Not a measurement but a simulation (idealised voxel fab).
voxel air gaps: a process module
This is section cut - it's 210 nm across, gridded in 5 nm square cells.
This document writes a cross-section as a grid whose cells are square, and gives it as bands, listed from the top down; one or more rows of cells form a band. Band: top and bottom heights (nm) first, top before bottom; then materials from left to right, widths in nm. "everywhere" marks a sole material filling the band edge to edge. "air" denotes empty space. For the purposes of this specification, 0 denotes the height below which the wafer in its as-received condition is composed wholly of one material, and the lowermost band, lacking a lower limit, extends downward without end, as expressed in "0 nm and below". The notation "30->40" denotes a width that varies across the rows of cells in the band, beginning at the first number in the top row, finishing at the second number in the bottom row, and changing by an identical amount from each row to the next. Where the words "stayed the same" appear for a step, the cross-section shows no cell changed by that step; every cell remained as before. Voids not open to the top, 8 cells minimum: see "Entrapped void list". Written width x height at distance; distance is from the left edge; nm. Past the settings on a step's line: simulator remark, on that step. Regarding "overlay nm": on a step with a mask, it is the distance the mask lay to the right of its planned place; a negative value places it to the left.

The following list gives the planned process steps:
1: op RECEIVE | material Si
2: op CONFORMAL_DEP | material SiO2 | thk nm 10
3: op CONFORMAL_DEP | material SiCN | thk nm 5
4: op DIRECTIONAL_DEP | material lowk | thk nm 35
5: op MASKED_ETCH | tone open | mask id LINES | width nm 20 | pitch nm 50 | etch materials lowk | depth nm 35 | overlay nm 0
6: op CONFORMAL_DEP | material TiN | thk nm 5
7: op FILL_DEP | material W | thk nm 5
8: op CMP | height nm 50
9: op EPI | material Ru | thk nm 10
10: op SELECTIVE_ETCH | etch materials lowk | depth nm 45
11: op CONFORMAL_DEP | material SiCN | thk nm 5

First wafer of two (run as planned):

Cross-section, incoming material, after step 1:
> 0 nm and below: Si everywhere
> Entrapped void list: none

After step 2, in cross-section:
> 10 nm to 0 nm: SiO2 everywhere
> Unchanged below 0.

After step 3, in cross-section:
> 15 nm to 10 nm: SiCN everywhere
> Unchanged below 10.

After step 4, in cross-section:
> 50 nm to 15 nm: lowk everywhere
> Unchanged below 15.

After step 5, in cross-section:
> 50 nm to 15 nm: lowk (20), then air (20), then lowk (30), then air (20), then lowk (30), then air (20), then lowk (30), then air (20), then lowk (20)
> Unchanged below 15.

After step 6, in cross-section:
> 55 nm to 50 nm: TiN (25), then air (10), then TiN (40), then air (10), then TiN (40), then air (10), then TiN (40), then air (10), then TiN (25)
> 50 nm to 20 nm: lowk (20), then TiN (5), then air (10), then TiN (5), then lowk (30), then TiN (5), then air (10), then TiN (5), then lowk (30), then TiN (5), then air (10), then TiN (5), then lowk (30), then TiN (5), then air (10), then TiN (5), then lowk (20)
> 20 nm to 15 nm: lowk (20), then TiN (20), then lowk (30), then TiN (20), then lowk (30), then TiN (20), then lowk (30), then TiN (20), then lowk (20)
> Unchanged below 15.

After step 7, in cross-section:
> 60 nm to 55 nm: W everywhere
> 55 nm to 50 nm: TiN (25), then W (10), then TiN (40), then W (10), then TiN (40), then W (10), then TiN (40), then W (10), then TiN (25)
> 50 nm to 20 nm: lowk (20), then TiN (5), then W (10), then TiN (5), then lowk (30), then TiN (5), then W (10), then TiN (5), then lowk (30), then TiN (5), then W (10), then TiN (5), then lowk (30), then TiN (5), then W (10), then TiN (5), then lowk (20)
> Unchanged below 20.

After step 8, in cross-section:
> 50 nm to 20 nm: lowk (20), then TiN (5), then W (10), then TiN (5), then lowk (30), then TiN (5), then W (10), then TiN (5), then lowk (30), then TiN (5), then W (10), then TiN (5), then lowk (30), then TiN (5), then W (10), then TiN (5), then lowk (20)
> Unchanged below 20.

After step 9, in cross-section:
> 60 nm to 50 nm: air (10), then Ru (40), then air (10), then Ru (40), then air (10), then Ru (40), then air (10), then Ru (40), then air (10)
> Unchanged below 50.

After step 10, in cross-section:
> 60 nm to 50 nm: air (10), then Ru (40), then air (10), then Ru (40), then air (10), then Ru (40), then air (10), then Ru (40), then air (10)
> 50 nm to 20 nm: air (20), then TiN (5), then W (10), then TiN (5), then air (30), then TiN (5), then W (10), then TiN (5), then air (30), then TiN (5), then W (10), then TiN (5), then air (30), then TiN (5), then W (10), then TiN (5), then air (20)
> 20 nm to 15 nm: air (20), then TiN (20), then air (30), then TiN (20), then air (30), then TiN (20), then air (30), then TiN (20), then air (20)
> Unchanged below 15.

After step 11, in cross-section:
> 65 nm to 60 nm: air (5), then SiCN (200), then air (5)
> 60 nm to 50 nm: air (5), then SiCN (5), then Ru (40), then SiCN (10), then Ru (40), then SiCN (10), then Ru (40), then SiCN (10), then Ru (40), then SiCN (5), then air (5)
> 50 nm to 45 nm: air (5), then SiCN (15), then TiN (5), then W (10), then TiN (5), then SiCN (30), then TiN (5), then W (10), then TiN (5), then SiCN (30), then TiN (5), then W (10), then TiN (5), then SiCN (30), then TiN (5), then W (10), then TiN (5), then SiCN (15), then air (5)
> 45 nm to 20 nm: air (15), then SiCN (5), then TiN (5), then W (10), then TiN (5), then SiCN (5), then air (20), then SiCN (5), then TiN (5), then W (10), then TiN (5), then SiCN (5), then air (20), then SiCN (5), then TiN (5), then W (10), then TiN (5), then SiCN (5), then air (20), then SiCN (5), then TiN (5), then W (10), then TiN (5), then SiCN (5), then air (15)
> 20 nm to 15 nm: SiCN (20), then TiN (20), then SiCN (30), then TiN (20), then SiCN (30), then TiN (20), then SiCN (30), then TiN (20), then SiCN (20)
> Unchanged below 15.
> Entrapped void list: 20 x 25 at 45; 20 x 25 at 95; 20 x 25 at 145

What follows concerns the second wafer, which started out like the first and was meant to follow the very same plan; one mistake crept in when it was run, but everything up to and including step 4 is the same as for the first wafer:

Cross-section of the second wafer at the time step 5 of the plan should have ended:
> 50 nm to 15 nm: lowk (20), then air (25), then lowk (25), then air (25), then lowk (25), then air (25), then lowk (25), then air (25), then lowk (15)
> Unchanged below 15.

Cross-section of the second wafer at the time step 6 of the plan should have ended:
> 55 nm to 50 nm: TiN (25), then air (15), then TiN (35), then air (15), then TiN (35), then air (15), then TiN (35), then air (15), then TiN (20)
> 50 nm to 20 nm: lowk (20), then TiN (5), then air (15), then TiN (5), then lowk (25), then TiN (5), then air (15), then TiN (5), then lowk (25), then TiN (5), then air (15), then TiN (5), then lowk (25), then TiN (5), then air (15), then TiN (5), then lowk (15)
> 20 nm to 15 nm: lowk (20), then TiN (25), then lowk (25), then TiN (25), then lowk (25), then TiN (25), then lowk (25), then TiN (25), then lowk (15)
> Unchanged below 15.

Cross-section of the second wafer at the time step 7 of the plan should have ended:
> 60 nm to 55 nm: W everywhere
> 55 nm to 50 nm: TiN (25), then W (15), then TiN (35), then W (15), then TiN (35), then W (15), then TiN (35), then W (15), then TiN (20)
> 50 nm to 20 nm: lowk (20), then TiN (5), then W (15), then TiN (5), then lowk (25), then TiN (5), then W (15), then TiN (5), then lowk (25), then TiN (5), then W (15), then TiN (5), then lowk (25), then TiN (5), then W (15), then TiN (5), then lowk (15)
> Unchanged below 20.

Cross-section of the second wafer at the time step 8 of the plan should have ended:
> 50 nm to 20 nm: lowk (20), then TiN (5), then W (15), then TiN (5), then lowk (25), then TiN (5), then W (15), then TiN (5), then lowk (25), then TiN (5), then W (15), then TiN (5), then lowk (25), then TiN (5), then W (15), then TiN (5), then lowk (15)
> Unchanged below 20.

Cross-section of the second wafer at the time step 9 of the plan should have ended:
> 60 nm to 50 nm: air (10), then Ru (45), then air (5), then Ru (45), then air (5), then Ru (45), then air (5), then Ru (45), then air (5)
> Unchanged below 50.

Cross-section of the second wafer at the time step 10 of the plan should have ended:
> 60 nm to 50 nm: air (10), then Ru (45), then air (5), then Ru (45), then air (5), then Ru (45), then air (5), then Ru (45), then air (5)
> 50 nm to 20 nm: air (20), then TiN (5), then W (15), then TiN (5), then air (25), then TiN (5), then W (15), then TiN (5), then air (25), then TiN (5), then W (15), then TiN (5), then air (25), then TiN (5), then W (15), then TiN (5), then air (15)
> 20 nm to 15 nm: air (20), then TiN (25), then air (25), then TiN (25), then air (25), then TiN (25), then air (25), then TiN (25), then air (15)
> Unchanged below 15.

Cross-section of the second wafer at the time step 11 of the plan should have ended:
> 65 nm to 60 nm: air (5), then SiCN (205)
> 60 nm to 50 nm: air (5), then SiCN (5), then Ru (45), then SiCN (5), then Ru (45), then SiCN (5), then Ru (45), then SiCN (5), then Ru (45), then SiCN (5)
> 50 nm to 45 nm: air (5), then SiCN (15), then TiN (5), then W (15), then TiN (5), then SiCN (25), then TiN (5), then W (15), then TiN (5), then SiCN (25), then TiN (5), then W (15), then TiN (5), then SiCN (25), then TiN (5), then W (15), then TiN (5), then SiCN (15)
> 45 nm to 20 nm: air (15), then SiCN (5), then TiN (5), then W (15), then TiN (5), then SiCN (5), then air (15), then SiCN (5), then TiN (5), then W (15), then TiN (5), then SiCN (5), then air (15), then SiCN (5), then TiN (5), then W (15), then TiN (5), then SiCN (5), then air (15), then SiCN (5), then TiN (5), then W (15), then TiN (5), then SiCN (5), then air (10)
> 20 nm to 15 nm: SiCN (20), then TiN (25), then SiCN (25), then TiN (25), then SiCN (25), then TiN (25), then SiCN (25), then TiN (25), then SiCN (15)
> Unchanged below 15.
> Entrapped void list: 15 x 25 at 50; 15 x 25 at 100; 15 x 25 at 150; 10 x 25 at 200
Against the plan, the run slipped here: step 5 off recipe, ran as op MASKED_ETCH | tone open | mask id LINES | width nm 25 | pitch nm 50 | etch materials lowk | depth nm 35 | overlay nm 0
FYI, end of process, the second wafer has more or fewer cells of some materials than the first: 8 more of Ru | 12 fewer of SiCN | 4 more of TiN | 24 more of W
The closed voids present at the end amount to 3 for the first wafer and 4 for the second wafer.
